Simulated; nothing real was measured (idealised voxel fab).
Process module, titled voxel capacitor over wiring
It is cross-section cut that appears here, measuring 270 nm in width, its square cells being 5 nm in size.
Just so we're on the same page, the cross-sections are grids of square cells, and they're listed out in bands top to bottom, each band one or more rows deep.
Each band's line starts with the height of the band's top and of its bottom, in nm. Then come its materials from left to right, each with its width in nm. One material with "everywhere" fills the band from edge to edge. "empty" is empty space.
For the purposes of this specification, 0 denotes the height below which the wafer in its as-received condition is composed wholly of one material, and the lowermost band, lacking a lower limit, extends downward without end, as expressed in "0 and below".
Quick explanation for "30..40": the width changes in equal steps down the rows of cells, from the first number in the band's top row to the second number in its bottom row.
"identical to before" -> step changed no cross-section cell.
For the entry "Non-vented voids", the listed items are empty spaces with no open way to the top whose size is 8 cells or more; each item follows the pattern width x height at distance, where distance is from the left edge and all three are in nm.
after a step's settings: what the simulator itself notes on the step
overlay nm: mask offset rightward from planned place, masked step; negative means leftward offset.

BELOW IS THE LIST OF PLANNED PROCESS STEPS
1,RECEIVE with material Si
2,CONFORMAL_DEP with material SiO2, thk nm 15
3,CONFORMAL_DEP with material SiCN, thk nm 5
4,DIRECTIONAL_DEP with material SiO2, thk nm 20
5,PATTERN with tone open, mask id METAL_1, material resist, width nm 30, pitch nm 80, thk nm 20, overlay nm 0
6,DIRECTIONAL_ETCH with etch materials SiO2, depth nm 20
7,DIRECTIONAL_ETCH with etch materials SiCN, depth nm 5
8,STRIP with etch materials resist
9,CONFORMAL_DEP with material TiN, thk nm 5
10,FILL_DEP with material Cu, thk nm 5
11,CMP with height nm 40
12,EPI with material Ru, thk nm 5
13,FILL_DEP with material SiCN, thk nm 5
14,DIRECTIONAL_DEP with material lowk, thk nm 20
15,PATTERN with tone open, mask id PLUG_1, material resist, width nm 15, thk nm 15, overlay nm 0
16,DIRECTIONAL_ETCH with etch materials lowk, depth nm 20
17,DIRECTIONAL_ETCH with etch materials SiCN, depth nm 5
18,STRIP with etch materials resist
19,EPI with material Ru, thk nm 10
20,EPI with material Ru, thk nm 10
21,EPI with material Ru, thk nm 5
22,DIRECTIONAL_DEP with material TiN, thk nm 5
23,DIRECTIONAL_DEP with material Al2O3, thk nm 5
24,DIRECTIONAL_DEP with material TiN, thk nm 10
25,DIRECTIONAL_DEP with material aC, thk nm 15
26,PATTERN with tone cover, mask id UPPER_PLATE, material resist, width nm 55, thk nm 35, overlay nm 0
27,DIRECTIONAL_ETCH with etch materials aC, depth nm 15
28,STRIP with etch materials resist
29,DIRECTIONAL_ETCH with etch materials TiN, depth nm 10
30,DIRECTIONAL_ETCH with etch materials Al2O3, depth nm 5
31,STRIP with etch materials aC
32,MASKED_ETCH with tone cover, mask id LOWER_PLATE, width nm 65, etch materials TiN, depth nm 5, overlay nm 0
33,FILL_DEP with material SiO2, thk nm 20
34,CMP with height nm 105
35,PATTERN with tone open, mask id PLUG_2, material resist, width nm 15, thk nm 15, overlay nm 0
36,DIRECTIONAL_ETCH with etch materials SiO2, depth nm 15
37,STRIP with etch materials resist
38,CONFORMAL_DEP with material TiN, thk nm 5
39,FILL_DEP with material W, thk nm 10
40,CMP with height nm 105
41,CONFORMAL_DEP with material SiN, thk nm 5

FIRST WAFER, AS PLANNED

SO THIS IS THE INCOMING WAFER IN CROSS-SECTION - IT'S ALREADY BEEN THROUGH STEP 1
  0 and below = Si everywhere
  Non-vented voids: none

THE WAFER, SEEN IN CROSS-SECTION, AFTER STEP 2
  15 down to 0 = SiO2 everywhere
  Below a height of 0, the structure has not been altered.

THE WAFER, SEEN IN CROSS-SECTION, AFTER STEP 3
  20 down to 15 = SiCN everywhere
  Below a height of 15, the structure has not been altered.

THE WAFER, SEEN IN CROSS-SECTION, AFTER STEP 4
  40 down to 20 = SiO2 everywhere
  Below a height of 20, the structure has not been altered.

THE WAFER, SEEN IN CROSS-SECTION, AFTER STEP 5
  60 down to 40 = 80 of resist / 30 of empty / 50 of resist / 30 of empty / 80 of resist
  Below a height of 40, the structure has not been altered.

THE WAFER, SEEN IN CROSS-SECTION, AFTER STEP 6
  60 down to 40 = 80 of resist / 30 of empty / 50 of resist / 30 of empty / 80 of resist
  40 down to 20 = 80 of SiO2 / 30 of empty / 50 of SiO2 / 30 of empty / 80 of SiO2
  Below a height of 20, the structure has not been altered.

THE WAFER, SEEN IN CROSS-SECTION, AFTER STEP 7
  60 down to 40 = 80 of resist / 30 of empty / 50 of resist / 30 of empty / 80 of resist
  40 down to 20 = 80 of SiO2 / 30 of empty / 50 of SiO2 / 30 of empty / 80 of SiO2
  20 down to 15 = 80 of SiCN / 30 of empty / 50 of SiCN / 30 of empty / 80 of SiCN
  Below a height of 15, the structure has not been altered.

THE WAFER, SEEN IN CROSS-SECTION, AFTER STEP 8
  40 down to 20 = 80 of SiO2 / 30 of empty / 50 of SiO2 / 30 of empty / 80 of SiO2
  Below a height of 20, the structure has not been altered.

THE WAFER, SEEN IN CROSS-SECTION, AFTER STEP 9
  45 down to 40 = 85 of TiN / 20 of empty / 60 of TiN / 20 of empty / 85 of TiN
  40 down to 20 = 80 of SiO2 / 5 of TiN / 20 of empty / 5 of TiN / 50 of SiO2 / 5 of TiN / 20 of empty / 5 of TiN / 80 of SiO2
  20 down to 15 = 80 of SiCN / 30 of TiN / 50 of SiCN / 30 of TiN / 80 of SiCN
  Below a height of 15, the structure has not been altered.

THE WAFER, SEEN IN CROSS-SECTION, AFTER STEP 10
  50 down to 45 = Cu everywhere
  45 down to 40 = 85 of TiN / 20 of Cu / 60 of TiN / 20 of Cu / 85 of TiN
  40 down to 20 = 80 of SiO2 / 5 of TiN / 20 of Cu / 5 of TiN / 50 of SiO2 / 5 of TiN / 20 of Cu / 5 of TiN / 80 of SiO2
  Below a height of 20, the structure has not been altered.

THE WAFER, SEEN IN CROSS-SECTION, AFTER STEP 11
  40 down to 20 = 80 of SiO2 / 5 of TiN / 20 of Cu / 5 of TiN / 50 of SiO2 / 5 of TiN / 20 of Cu / 5 of TiN / 80 of SiO2
  Below a height of 20, the structure has not been altered.

THE WAFER, SEEN IN CROSS-SECTION, AFTER STEP 12
  45 down to 40 = 75 of empty / 40 of Ru / 40 of empty / 40 of Ru / 75 of empty
  Below a height of 40, the structure has not been altered.

THE WAFER, SEEN IN CROSS-SECTION, AFTER STEP 13
  50 down to 45 = SiCN everywhere
  45 down to 40 = 75 of SiCN / 40 of Ru / 40 of SiCN / 40 of Ru / 75 of SiCN
  Below a height of 40, the structure has not been altered.

THE WAFER, SEEN IN CROSS-SECTION, AFTER STEP 14
  70 down to 50 = lowk everywhere
  Below a height of 50, the structure has not been altered.

THE WAFER, SEEN IN CROSS-SECTION, AFTER STEP 15
  85 down to 70 = 95 of resist / 15 of empty / 160 of resist
  Below a height of 70, the structure has not been altered.

THE WAFER, SEEN IN CROSS-SECTION, AFTER STEP 16
  85 down to 70 = 95 of resist / 15 of empty / 160 of resist
  70 down to 50 = 95 of lowk / 15 of empty / 160 of lowk
  Below a height of 50, the structure has not been altered.

THE WAFER, SEEN IN CROSS-SECTION, AFTER STEP 17
  85 down to 70 = 95 of resist / 15 of empty / 160 of resist
  70 down to 50 = 95 of lowk / 15 of empty / 160 of lowk
  50 down to 45 = 95 of SiCN / 15 of empty / 160 of SiCN
  Below a height of 45, the structure has not been altered.

THE WAFER, SEEN IN CROSS-SECTION, AFTER STEP 18
  70 down to 50 = 95 of lowk / 15 of empty / 160 of lowk
  Below a height of 50, the structure has not been altered.

THE WAFER, SEEN IN CROSS-SECTION, AFTER STEP 19
  70 down to 55 = 95 of lowk / 15 of empty / 160 of lowk
  55 down to 50 = 95 of lowk / 15 of Ru / 160 of lowk
  50 down to 45 = 95 of SiCN / 15 of Ru / 160 of SiCN
  Below a height of 45, the structure has not been altered.

THE WAFER, SEEN IN CROSS-SECTION, AFTER STEP 20
  70 down to 65 = 95 of lowk / 15 of empty / 160 of lowk
  65 down to 50 = 95 of lowk / 15 of Ru / 160 of lowk
  Below a height of 50, the structure has not been altered.

THE WAFER, SEEN IN CROSS-SECTION, AFTER STEP 21
  70 down to 50 = 95 of lowk / 15 of Ru / 160 of lowk
  Below a height of 50, the structure has not been altered.

THE WAFER, SEEN IN CROSS-SECTION, AFTER STEP 22
  75 down to 70 = TiN everywhere
  Below a height of 70, the structure has not been altered.

THE WAFER, SEEN IN CROSS-SECTION, AFTER STEP 23
  80 down to 75 = Al2O3 everywhere
  Below a height of 75, the structure has not been altered.

THE WAFER, SEEN IN CROSS-SECTION, AFTER STEP 24
  90 down to 80 = TiN everywhere
  Below a height of 80, the structure has not been altered.

THE WAFER, SEEN IN CROSS-SECTION, AFTER STEP 25
  105 down to 90 = aC everywhere
  Below a height of 90, the structure has not been altered.

THE WAFER, SEEN IN CROSS-SECTION, AFTER STEP 26
  140 down to 105 = 95 of empty / 55 of resist / 120 of empty
  Below a height of 105, the structure has not been altered.

THE WAFER, SEEN IN CROSS-SECTION, AFTER STEP 27
  125 down to 105 = 95 of empty / 55 of resist / 120 of empty
  105 down to 90 = 95 of empty / 55 of aC / 120 of empty
  Below a height of 90, the structure has not been altered.

THE WAFER, SEEN IN CROSS-SECTION, AFTER STEP 28
  105 down to 90 = 95 of empty / 55 of aC / 120 of empty
  Below a height of 90, the structure has not been altered.

THE WAFER, SEEN IN CROSS-SECTION, AFTER STEP 29
  105 down to 90 = 95 of empty / 55 of aC / 120 of empty
  90 down to 80 = 95 of empty / 55 of TiN / 120 of empty
  Below a height of 80, the structure has not been altered.

THE WAFER, SEEN IN CROSS-SECTION, AFTER STEP 30
  105 down to 90 = 95 of empty / 55 of aC / 120 of empty
  90 down to 80 = 95 of empty / 55 of TiN / 120 of empty
  80 down to 75 = 95 of empty / 55 of Al2O3 / 120 of empty
  Below a height of 75, the structure has not been altered.

THE WAFER, SEEN IN CROSS-SECTION, AFTER STEP 31
  90 down to 80 = 95 of empty / 55 of TiN / 120 of empty
  Below a height of 80, the structure has not been altered.

THE WAFER, SEEN IN CROSS-SECTION, AFTER STEP 32
  90 down to 80 = 95 of empty / 55 of TiN / 120 of empty
  80 down to 75 = 95 of empty / 55 of Al2O3 / 120 of empty
  75 down to 70 = 90 of empty / 65 of TiN / 115 of empty
  Below a height of 70, the structure has not been altered.

THE WAFER, SEEN IN CROSS-SECTION, AFTER STEP 33
  110 down to 90 = SiO2 everywhere
  90 down to 80 = 95 of SiO2 / 55 of TiN / 120 of SiO2
  80 down to 75 = 95 of SiO2 / 55 of Al2O3 / 120 of SiO2
  75 down to 70 = 90 of SiO2 / 65 of TiN / 115 of SiO2
  Below a height of 70, the structure has not been altered.

THE WAFER, SEEN IN CROSS-SECTION, AFTER STEP 34
  105 down to 90 = SiO2 everywhere
  Below a height of 90, the structure has not been altered.

THE WAFER, SEEN IN CROSS-SECTION, AFTER STEP 35
  120 down to 105 = 105 of resist / 15 of empty / 150 of resist
  Below a height of 105, the structure has not been altered.

THE WAFER, SEEN IN CROSS-SECTION, AFTER STEP 36
  120 down to 105 = 105 of resist / 15 of empty / 150 of resist
  105 down to 90 = 105 of SiO2 / 15 of empty / 150 of SiO2
  Below a height of 90, the structure has not been altered.

THE WAFER, SEEN IN CROSS-SECTION, AFTER STEP 37
  105 down to 90 = 105 of SiO2 / 15 of empty / 150 of SiO2
  Below a height of 90, the structure has not been altered.

THE WAFER, SEEN IN CROSS-SECTION, AFTER STEP 38
  110 down to 105 = 110 of TiN / 5 of empty / 155 of TiN
  105 down to 95 = 105 of SiO2 / 5 of TiN / 5 of empty / 5 of TiN / 150 of SiO2
  95 down to 90 = 105 of SiO2 / 15 of TiN / 150 of SiO2
  Below a height of 90, the structure has not been altered.

THE WAFER, SEEN IN CROSS-SECTION, AFTER STEP 39
  120 down to 110 = W everywhere
  110 down to 105 = 110 of TiN / 5 of W / 155 of TiN
  105 down to 95 = 105 of SiO2 / 5 of TiN / 5 of W / 5 of TiN / 150 of SiO2
  Below a height of 95, the structure has not been altered.

THE WAFER, SEEN IN CROSS-SECTION, AFTER STEP 40
  105 down to 95 = 105 of SiO2 / 5 of TiN / 5 of W / 5 of TiN / 150 of SiO2
  Below a height of 95, the structure has not been altered.

THE WAFER, SEEN IN CROSS-SECTION, AFTER STEP 41
  110 down to 105 = SiN everywhere
  Below a height of 105, the structure has not been altered.

OKAY, SECOND WAFER. NOTHING DIFFERENT AT THE START, NOTHING DIFFERENT IN THE PLAN, JUST ONE MISTAKE SOMEWHERE IN THE RUNNING. AS FAR AS STEP 22, COUNTING THAT STEP, IT'S THE FIRST WAFER ALL OVER AGAIN

Planned end of step 23: second wafer, cross-section: identical to before

PLANNED END OF STEP 24: SECOND WAFER, CROSS-SECTION
  85 down to 70 = TiN everywhere
  Below a height of 70, the structure has not been altered.

PLANNED END OF STEP 25: SECOND WAFER, CROSS-SECTION
  100 down to 85 = aC everywhere
  Below a height of 85, the structure has not been altered.

PLANNED END OF STEP 26: SECOND WAFER, CROSS-SECTION
  135 down to 100 = 95 of empty / 55 of resist / 120 of empty
  Below a height of 100, the structure has not been altered.

PLANNED END OF STEP 27: SECOND WAFER, CROSS-SECTION
  120 down to 100 = 95 of empty / 55 of resist / 120 of empty
  100 down to 85 = 95 of empty / 55 of aC / 120 of empty
  Below a height of 85, the structure has not been altered.

PLANNED END OF STEP 28: SECOND WAFER, CROSS-SECTION
  100 down to 85 = 95 of empty / 55 of aC / 120 of empty
  Below a height of 85, the structure has not been altered.

PLANNED END OF STEP 29: SECOND WAFER, CROSS-SECTION
  100 down to 85 = 95 of empty / 55 of aC / 120 of empty
  85 down to 75 = 95 of empty / 55 of TiN / 120 of empty
  Below a height of 75, the structure has not been altered.

Planned end of step 30: second wafer, cross-section: identical to before

PLANNED END OF STEP 31: SECOND WAFER, CROSS-SECTION
  85 down to 75 = 95 of empty / 55 of TiN / 120 of empty
  Below a height of 75, the structure has not been altered.

PLANNED END OF STEP 32: SECOND WAFER, CROSS-SECTION
  85 down to 75 = 95 of empty / 55 of TiN / 120 of empty
  75 down to 70 = 90 of empty / 65 of TiN / 115 of empty
  Below a height of 70, the structure has not been altered.

PLANNED END OF STEP 33: SECOND WAFER, CROSS-SECTION
  105 down to 85 = SiO2 everywhere
  85 down to 75 = 95 of SiO2 / 55 of TiN / 120 of SiO2
  75 down to 70 = 90 of SiO2 / 65 of TiN / 115 of SiO2
  Below a height of 70, the structure has not been altered.

Planned end of step 34: second wafer, cross-section: identical to before

PLANNED END OF STEP 35: SECOND WAFER, CROSS-SECTION
  120 down to 105 = 105 of resist / 15 of empty / 150 of resist
  Below a height of 105, the structure has not been altered.

PLANNED END OF STEP 36: SECOND WAFER, CROSS-SECTION
  120 down to 105 = 105 of resist / 15 of empty / 150 of resist
  105 down to 90 = 105 of SiO2 / 15 of empty / 150 of SiO2
  Below a height of 90, the structure has not been altered.

PLANNED END OF STEP 37: SECOND WAFER, CROSS-SECTION
  105 down to 90 = 105 of SiO2 / 15 of empty / 150 of SiO2
  Below a height of 90, the structure has not been altered.

PLANNED END OF STEP 38: SECOND WAFER, CROSS-SECTION
  110 down to 105 = 110 of TiN / 5 of empty / 155 of TiN
  105 down to 95 = 105 of SiO2 / 5 of TiN / 5 of empty / 5 of TiN / 150 of SiO2
  95 down to 90 = 105 of SiO2 / 15 of TiN / 150 of SiO2
  Below a height of 90, the structure has not been altered.

PLANNED END OF STEP 39: SECOND WAFER, CROSS-SECTION
  120 down to 110 = W everywhere
  110 down to 105 = 110 of TiN / 5 of W / 155 of TiN
  105 down to 95 = 105 of SiO2 / 5 of TiN / 5 of W / 5 of TiN / 150 of SiO2
  Below a height of 95, the structure has not been altered.

PLANNED END OF STEP 40: SECOND WAFER, CROSS-SECTION
  105 down to 95 = 105 of SiO2 / 5 of TiN / 5 of W / 5 of TiN / 150 of SiO2
  Below a height of 95, the structure has not been altered.

PLANNED END OF STEP 41: SECOND WAFER, CROSS-SECTION
  110 down to 105 = SiN everywhere
  Below a height of 105, the structure has not been altered.
Error vs. plan: skipped: plan step 23 (never run)
Once processing is complete, comparing cell counts shows that the second wafer has more or fewer of certain materials than the first: Al2O3: 11 fewer, SiO2: 11 more
